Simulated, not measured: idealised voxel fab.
Module name: voxel gate over fins (process module)
It is cross-section cut that appears here, measuring 300 nm in width, its square cells being 5 nm in size.
This document writes a cross-section as a grid whose cells are square, and gives it as bands, listed from the top down; one or more rows of cells form a band.
Band: top and bottom heights (nm) first, top before bottom; then materials from left to right, widths in nm. "everywhere" marks a sole material filling the band edge to edge. "empty" denotes empty space.
Heads up on the height convention: 0 is the point under which the incoming wafer is all one material, and the lowest band has no bottom, it just keeps going down, like "0 -> down".
So if you see something like "30..40" for the width, read it as the top row of the band sitting at the first number and the bottom row at the second, with every row in between moving by the same amount as the last.
You'll sometimes find "no modification" written for a step, and that's the way of saying that nowhere in the cross-section did a cell change during that step.
So "Fully enclosed voids" is basically the list of trapped voids: any empty space of 8 cells or more that can't reach the top through an opening. They're written width x height at distance, the distance being from the left edge, and it's all nm.
Step line, after settings: the simulator's comment on this step.
"overlay nm" denotes, for a step that has a mask, the displacement of the mask to the right of its planned place, with negative values corresponding to the left.

**The following list gives the planned process steps**
| 1 | RECEIVE: material Si |
| 2 | CONFORMAL_DEP: material SiN, thk nm 10 |
| 3 | DIRECTIONAL_DEP: material aC, thk nm 15 |
| 4 | PATTERN: tone cover, mask id FINS, material resist, width nm 15, pitch nm 40, thk nm 35, overlay nm 0 |
| 5 | DIRECTIONAL_ETCH: etch materials aC, depth nm 15 |
| 6 | STRIP: etch materials resist |
| 7 | DIRECTIONAL_ETCH: etch materials SiN, depth nm 10 |
| 8 | DIRECTIONAL_ETCH: etch materials Si, depth nm 30 |
| 9 | STRIP: etch materials aC |
| 10 | OXIDIZE: depth nm 5 |
| 11 | FILL_DEP: material SiO2, thk nm 5 |
| 12 | CMP: height nm 10 |
| 13 | SELECTIVE_ETCH: etch materials SiO2, depth nm 25 |
| 14 | STRIP: etch materials SiN |
| 15 | CONFORMAL_DEP: material HfO2, thk nm 5 |
| 16 | CONFORMAL_DEP: material TiN, thk nm 5 |
| 17 | FILL_DEP: material W, thk nm 15 |
| 18 | CMP: height nm 20 |
| 19 | CONFORMAL_DEP: material SiCN, thk nm 10 |

**Received-state cross-section, reflecting completion of step 1**
  0 -> down: Si everywhere
  Fully enclosed voids: none

**What the wafer looks like in cross-section after this module, when it starts as shown above and follows the plan above but one mistake is made in running it**
  30 -> 20: SiCN everywhere
  20 -> 10: W everywhere
  10 -> 5: 95 nm W | 25 nm TiN | 15 nm W | 25 nm TiN | 15 nm W | 25 nm TiN | 100 nm W
  5 -> 0: 95 nm W | 5 nm TiN | 15 nm HfO2 | 5 nm TiN | 15 nm W | 5 nm TiN | 15 nm HfO2 | 5 nm TiN | 15 nm W | 5 nm TiN | 15 nm HfO2 | 5 nm TiN | 100 nm W
  0 -> -5: 95 nm W | 5 nm TiN | 5 nm HfO2 | 5 nm Si | 5 nm HfO2 | 5 nm TiN | 15 nm W | 5 nm TiN | 5 nm HfO2 | 5 nm Si | 5 nm HfO2 | 5 nm TiN | 15 nm W | 5 nm TiN | 5 nm HfO2 | 5 nm Si | 5 nm HfO2 | 5 nm TiN | 100 nm W
  -5 -> -10: 100 nm TiN | 5 nm HfO2 | 5 nm Si | 5 nm HfO2 | 25 nm TiN | 5 nm HfO2 | 5 nm Si | 5 nm HfO2 | 25 nm TiN | 5 nm HfO2 | 5 nm Si | 5 nm HfO2 | 105 nm TiN
  -10 -> -15: 105 nm HfO2 | 5 nm Si | 35 nm HfO2 | 5 nm Si | 35 nm HfO2 | 5 nm Si | 110 nm HfO2
  -15 -> -65: 105 nm SiO2 | 5 nm Si | 35 nm SiO2 | 5 nm Si | 35 nm SiO2 | 5 nm Si | 110 nm SiO2
  -65 -> down: Si everywhere
  Fully enclosed voids: none
The plan and the run diverged here: step 8 in the plan was executed twice
